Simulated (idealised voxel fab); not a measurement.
process module | voxel transistor to metal
cross-section cut | 180 nm wide | cells 5 nm
A cross-section is a grid of square cells, given in bands from the top down. A band is one or more rows of cells.
Each band's line starts with the height of the band's top and of its bottom, in nm. Then come its materials from left to right, each with its width in nm. One material with "throughout" fills the band from edge to edge. "air" is empty space.
Height 0 is the level under which the wafer as received is all one material. The lowest band goes on downwards, as in "0 down".
A width such as "30 to 40" changes by the same amount from each row of cells to the next, from the band's top row to its bottom row.
"no change" after a step means that no cell of the cross-section changed.
closed voids: empty space of 8 cells or more with no open way to the top, each as width x height at its distance from the left edge, in nm
after a step's settings: what the simulator itself notes on the step
overlay nm, on a step with a mask: how far to the right of its planned place the mask lay; to the left if negative
plan
1 op RECEIVE | material Si
2 op CONFORMAL_DEP | material SiO2 | thk nm 5
3 op CONFORMAL_DEP | material SiN | thk nm 10
4 op DIRECTIONAL_DEP | material aC | thk nm 10
5 op PATTERN | tone cover | mask id ACTIVE | material resist | width nm 110 | thk nm 30 | overlay nm 0
6 op DIRECTIONAL_ETCH | etch materials aC | depth nm 10
7 op STRIP | etch materials resist
8 op DIRECTIONAL_ETCH | etch materials SiN | depth nm 10
9 op DIRECTIONAL_ETCH | etch materials SiO2 | depth nm 5
10 op DIRECTIONAL_ETCH | etch materials Si | depth nm 30
11 op STRIP | etch materials aC
12 op FILL_DEP | material SiO2 | thk nm 10
13 op CMP | height nm 15
14 op SELECTIVE_ETCH | etch materials SiO2 | depth nm 5
15 op STRIP | etch materials SiN
16 op SELECTIVE_ETCH | etch materials SiO2 | depth nm 5
17 op OXIDIZE | depth nm 5
18 op DIRECTIONAL_DEP | material polySi | thk nm 25
19 op DIRECTIONAL_DEP | material SiCN | thk nm 15
20 op PATTERN | tone cover | mask id GATE | material resist | width nm 30 | thk nm 20 | overlay nm 0
21 op DIRECTIONAL_ETCH | etch materials SiCN | depth nm 25
22 op DIRECTIONAL_ETCH | etch materials polySi | depth nm 35
23 op STRIP | etch materials resist
24 op CONFORMAL_DEP | material SiN | thk nm 5
25 op DIRECTIONAL_ETCH | etch materials SiN | depth nm 5
26 op DIRECTIONAL_ETCH | etch materials SiO2 | depth nm 5
27 op DIRECTIONAL_ETCH | etch materials Si | depth nm 10
28 op EPI | material SiGe | thk nm 10
29 op FILL_DEP | material SiO2 | thk nm 10
30 op CMP | height nm 25
31 op STRIP | etch materials polySi
32 op SELECTIVE_ETCH | etch materials SiO2 | depth nm 5
33 op CONFORMAL_DEP | material HfO2 | thk nm 5
34 op CONFORMAL_DEP | material TiN | thk nm 5
35 op FILL_DEP | material W | thk nm 10
36 op CMP | height nm 20
37 op DIRECTIONAL_DEP | material SiO2 | thk nm 10
38 op DIRECTIONAL_DEP | material aC | thk nm 10
39 op PATTERN | tone open | mask id CONTACT | material resist | width nm 15 | pitch nm 75 | thk nm 25 | overlay nm 0
40 op DIRECTIONAL_ETCH | etch materials aC | depth nm 10
41 op STRIP | etch materials resist
42 op DIRECTIONAL_ETCH | etch materials SiO2 | depth nm 35
43 op STRIP | etch materials aC
44 op CONFORMAL_DEP | material TiN | thk nm 5
45 op FILL_DEP | material W | thk nm 5
46 op CMP | height nm 30
47 op DIRECTIONAL_DEP | material TiN | thk nm 5
48 op DIRECTIONAL_DEP | material Ru | thk nm 20
49 op DIRECTIONAL_DEP | material aC | thk nm 15
50 op PATTERN | tone cover | mask id METAL_1 | material resist | width nm 15 | pitch nm 75 | thk nm 35 | overlay nm 0
51 op DIRECTIONAL_ETCH | etch materials aC | depth nm 15
52 op STRIP | etch materials resist
53 op DIRECTIONAL_ETCH | etch materials Ru | depth nm 10
54 op DIRECTIONAL_ETCH | etch materials TiN | depth nm 5
55 op STRIP | etch materials aC
56 op CONFORMAL_DEP | material SiN | thk nm 5
57 op FILL_DEP | material lowk | thk nm 10
58 op CMP | height nm 55
59 op CONFORMAL_DEP | material SiCN | thk nm 5
varied across the wafers: depth nm of step 53. The plan shows the first wafer's value. All wafers start alike
first wafer as received, after step 1
  0 down: Si throughout
  closed voids: none
first wafer at the end, after step 59
  60 to 55: SiCN throughout
  55 to 50: lowk 40 | SiN 5 | Ru 15 | SiN 5 | lowk 50 | SiN 5 | Ru 15 | SiN 5 | lowk 40
  50 to 45: SiN 45 | Ru 15 | SiN 60 | Ru 15 | SiN 45
  45 to 35: Ru throughout
  35 to 30: TiN throughout
  30 to 20: SiO2 45 | TiN 5 | W 5 | TiN 5 | SiO2 60 | TiN 5 | W 5 | TiN 5 | SiO2 45
  20 to 5: SiO2 45 | TiN 5 | W 5 | TiN 5 | SiO2 10 | SiN 5 | HfO2 5 | TiN 5 | W 10 | TiN 5 | HfO2 5 | SiN 5 | SiO2 10 | TiN 5 | W 5 | TiN 5 | SiO2 45
  5 to 0: SiO2 30 | SiN 5 | SiO2 10 | TiN 5 | W 5 | TiN 5 | SiGe 10 | SiN 5 | HfO2 5 | TiN 20 | HfO2 5 | SiN 5 | SiGe 10 | TiN 5 | W 5 | TiN 5 | SiO2 10 | SiN 5 | SiO2 30
  0 to -5: SiO2 45 | TiN 15 | SiGe 10 | HfO2 40 | SiGe 10 | TiN 15 | SiO2 45
  -5 to -15: SiO2 35 | SiGe 35 | Si 40 | SiGe 35 | SiO2 35
  -15 to -30: SiO2 35 | Si 110 | SiO2 35
  -30 down: Si throughout
  closed voids: none
last wafer at the end
  60 to 55: SiCN throughout
  55 to 35: lowk 40 | SiN 5 | Ru 15 | SiN 5 | lowk 50 | SiN 5 | Ru 15 | SiN 5 | lowk 40
  35 to 30: SiN 45 | TiN 15 | SiN 60 | TiN 15 | SiN 45
  30 to 20: SiO2 45 | TiN 5 | W 5 | TiN 5 | SiO2 60 | TiN 5 | W 5 | TiN 5 | SiO2 45
  20 to 5: SiO2 45 | TiN 5 | W 5 | TiN 5 | SiO2 10 | SiN 5 | HfO2 5 | TiN 5 | W 10 | TiN 5 | HfO2 5 | SiN 5 | SiO2 10 | TiN 5 | W 5 | TiN 5 | SiO2 45
  5 to 0: SiO2 30 | SiN 5 | SiO2 10 | TiN 5 | W 5 | TiN 5 | SiGe 10 | SiN 5 | HfO2 5 | TiN 20 | HfO2 5 | SiN 5 | SiGe 10 | TiN 5 | W 5 | TiN 5 | SiO2 10 | SiN 5 | SiO2 30
  0 to -5: SiO2 45 | TiN 15 | SiGe 10 | HfO2 40 | SiGe 10 | TiN 15 | SiO2 45
  -5 to -15: SiO2 35 | SiGe 35 | Si 40 | SiGe 35 | SiO2 35
  -15 to -30: SiO2 35 | Si 110 | SiO2 35
  -30 down: Si throughout
  closed voids: none
each wafer at the end: cells of each material gained (+) or lost (-) since it was received, then its closed voids
depth nm 10 | +16 HfO2 | +84 Ru | -134 Si | +36 SiCN | +36 SiGe | +44 SiN | +230 SiO2 | +76 TiN | +18 W | +26 lowk | closed voids: none
depth nm 15 | +16 HfO2 | +54 Ru | -134 Si | +36 SiCN | +36 SiGe | +48 SiN | +230 SiO2 | +76 TiN | +18 W | +52 lowk | closed voids: none
depth nm 20 | +16 HfO2 | +24 Ru | -134 Si | +36 SiCN | +36 SiGe | +56 SiN | +230 SiO2 | +46 TiN | +18 W | +104 lowk | closed voids: none
depth nm 25 | +16 HfO2 | +24 Ru | -134 Si | +36 SiCN | +36 SiGe | +56 SiN | +230 SiO2 | +46 TiN | +18 W | +104 lowk | closed voids: none
depth nm 30 | +16 HfO2 | +24 Ru | -134 Si | +36 SiCN | +36 SiGe | +56 SiN | +230 SiO2 | +46 TiN | +18 W | +104 lowk | closed voids: none
depth nm 35 | +16 HfO2 | +24 Ru | -134 Si | +36 SiCN | +36 SiGe | +56 SiN | +230 SiO2 | +46 TiN | +18 W | +104 lowk | closed voids: none
